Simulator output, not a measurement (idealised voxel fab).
Process module in this document: voxel ribs on slabs
For reference, the cross-section in this document is cut, with width 290 nm and square cells of 5 nm.
Format of a cross-section: grid, square cells. Given as bands. Order: top down. Band: one or more rows of cells. What a band's entry tells you: where the top is and where the bottom is, as heights in nm, and after that what lies inside, material by material from left to right, each with its width in nm. Empty space is written as the word "empty", and a single material marked with the word "everywhere" occupies the band from edge to edge. Heights are measured from 0, the level below which the as-received wafer is all one material; the lowest band has no bottom and continues downward, written as in "from 0 down". The expression "30..40" gives the width at the extremes of the band, the first number at its top row of cells and the second at its bottom row, with the width changing by equal amounts from each row to the next in between. "nothing got changed" (step): cross-section cells unchanged, all of them. So "Tabulated closed voids" is basically the list of trapped voids: any empty space of 8 cells or more that can't reach the top through an opening. They're written width x height at distance, the distance being from the left edge, and it's all nm. Note: text after step settings on the step line = simulator remark on that step. overlay nm, on a step with a mask: how far to the right of its planned place the mask lay; to the left if negative.
Planned step list for the process:
1. RECEIVE: material Si
2. DIRECTIONAL_DEP: material SiO2, thk nm 20
3. DIRECTIONAL_DEP: material polySi, thk nm 15
4. DIRECTIONAL_DEP: material aC, thk nm 15
5. PATTERN: tone cover, mask id RIB, material resist, width nm 15, thk nm 30, overlay nm 0
6. DIRECTIONAL_ETCH: etch materials aC, depth nm 15
7. STRIP: etch materials resist
8. DIRECTIONAL_ETCH: etch materials polySi, depth nm 10
9. STRIP: etch materials aC
10. MASKED_ETCH: tone cover, mask id SLAB, width nm 45, etch materials polySi, depth nm 5, overlay nm 0
11. FILL_DEP: material SiO2, thk nm 25
12. CMP: height nm 55
13. DIRECTIONAL_DEP: material W, thk nm 10
14. DIRECTIONAL_DEP: material aC, thk nm 15
15. PATTERN: tone cover, mask id HEATER, material resist, width nm 25, thk nm 30, overlay nm 0
16. DIRECTIONAL_ETCH: etch materials aC, depth nm 15
17. STRIP: etch materials resist
18. DIRECTIONAL_ETCH: etch materials W, depth nm 10
19. STRIP: etch materials aC
20. CONFORMAL_DEP: material SiN, thk nm 5
The first of two wafers, run as planned:
Here's what the wafer looked like in cross-section when it arrived - that's after step 1:
    from 0 down: Si everywhere
    Tabulated closed voids: none
After step 2, in cross-section:
    from 20 to 0: SiO2 everywhere
    Under 0: no change, same as before.
After step 3, in cross-section:
    from 35 to 20: polySi everywhere
    Under 20: no change, same as before.
After step 4, in cross-section:
    from 50 to 35: aC everywhere
    Under 35: no change, same as before.
After step 5, in cross-section:
    from 80 to 50: 135 of empty, 15 of resist, 140 of empty
    Under 50: no change, same as before.
After step 6, in cross-section:
    from 65 to 50: 135 of empty, 15 of resist, 140 of empty
    from 50 to 35: 135 of empty, 15 of aC, 140 of empty
    Under 35: no change, same as before.
After step 7, in cross-section:
    from 50 to 35: 135 of empty, 15 of aC, 140 of empty
    Under 35: no change, same as before.
After step 8, in cross-section:
    from 50 to 35: 135 of empty, 15 of aC, 140 of empty
    from 35 to 25: 135 of empty, 15 of polySi, 140 of empty
    Under 25: no change, same as before.
After step 9, in cross-section:
    from 35 to 25: 135 of empty, 15 of polySi, 140 of empty
    Under 25: no change, same as before.
After step 10, in cross-section:
    from 35 to 25: 135 of empty, 15 of polySi, 140 of empty
    from 25 to 20: 120 of empty, 45 of polySi, 125 of empty
    Under 20: no change, same as before.
After step 11, in cross-section:
    from 60 to 35: SiO2 everywhere
    from 35 to 25: 135 of SiO2, 15 of polySi, 140 of SiO2
    from 25 to 20: 120 of SiO2, 45 of polySi, 125 of SiO2
    Under 20: no change, same as before.
After step 12, in cross-section:
    from 55 to 35: SiO2 everywhere
    Under 35: no change, same as before.
After step 13, in cross-section:
    from 65 to 55: W everywhere
    Under 55: no change, same as before.
After step 14, in cross-section:
    from 80 to 65: aC everywhere
    Under 65: no change, same as before.
After step 15, in cross-section:
    from 110 to 80: 130 of empty, 25 of resist, 135 of empty
    Under 80: no change, same as before.
After step 16, in cross-section:
    from 95 to 80: 130 of empty, 25 of resist, 135 of empty
    from 80 to 65: 130 of empty, 25 of aC, 135 of empty
    Under 65: no change, same as before.
After step 17, in cross-section:
    from 80 to 65: 130 of empty, 25 of aC, 135 of empty
    Under 65: no change, same as before.
After step 18, in cross-section:
    from 80 to 65: 130 of empty, 25 of aC, 135 of empty
    from 65 to 55: 130 of empty, 25 of W, 135 of empty
    Under 55: no change, same as before.
After step 19, in cross-section:
    from 65 to 55: 130 of empty, 25 of W, 135 of empty
    Under 55: no change, same as before.
After step 20, in cross-section:
    from 70 to 65: 125 of empty, 35 of SiN, 130 of empty
    from 65 to 60: 125 of empty, 5 of SiN, 25 of W, 5 of SiN, 130 of empty
    from 60 to 55: 130 of SiN, 25 of W, 135 of SiN
    Under 55: no change, same as before.
Second Wafer (Identical Start and Plan, One Processing Error; Matches First Wafer Through Step 9):
The second wafer in cross-section, at the planned close of step 10:
    from 35 to 25: 135 of empty, 15 of polySi, 140 of empty
    from 25 to 20: 110 of empty, 45 of polySi, 135 of empty
    Under 20: no change, same as before.
The second wafer in cross-section, at the planned close of step 11:
    from 60 to 35: SiO2 everywhere
    from 35 to 25: 135 of SiO2, 15 of polySi, 140 of SiO2
    from 25 to 20: 110 of SiO2, 45 of polySi, 135 of SiO2
    Under 20: no change, same as before.
The second wafer in cross-section, at the planned close of step 12:
    from 55 to 35: SiO2 everywhere
    Under 35: no change, same as before.
The second wafer in cross-section, at the planned close of step 13:
    from 65 to 55: W everywhere
    Under 55: no change, same as before.
The second wafer in cross-section, at the planned close of step 14:
    from 80 to 65: aC everywhere
    Under 65: no change, same as before.
The second wafer in cross-section, at the planned close of step 15:
    from 110 to 80: 130 of empty, 25 of resist, 135 of empty
    Under 80: no change, same as before.
The second wafer in cross-section, at the planned close of step 16:
    from 95 to 80: 130 of empty, 25 of resist, 135 of empty
    from 80 to 65: 130 of empty, 25 of aC, 135 of empty
    Under 65: no change, same as before.
The second wafer in cross-section, at the planned close of step 17:
    from 80 to 65: 130 of empty, 25 of aC, 135 of empty
    Under 65: no change, same as before.
The second wafer in cross-section, at the planned close of step 18:
    from 80 to 65: 130 of empty, 25 of aC, 135 of empty
    from 65 to 55: 130 of empty, 25 of W, 135 of empty
    Under 55: no change, same as before.
The second wafer in cross-section, at the planned close of step 19:
    from 65 to 55: 130 of empty, 25 of W, 135 of empty
    Under 55: no change, same as before.
The second wafer in cross-section, at the planned close of step 20:
    from 70 to 65: 125 of empty, 35 of SiN, 130 of empty
    from 65 to 60: 125 of empty, 5 of SiN, 25 of W, 5 of SiN, 130 of empty
    from 60 to 55: 130 of SiN, 25 of W, 135 of SiN
    Under 55: no change, same as before.
Want to know what went wrong? rather than as planned, step 10 actually ran as MASKED_ETCH: tone cover, mask id SLAB, width nm 45, etch materials polySi, depth nm 5, overlay nm -10
Tallied in cells, the final second wafer holds each material in the same quantity as the first, although not at the same places.
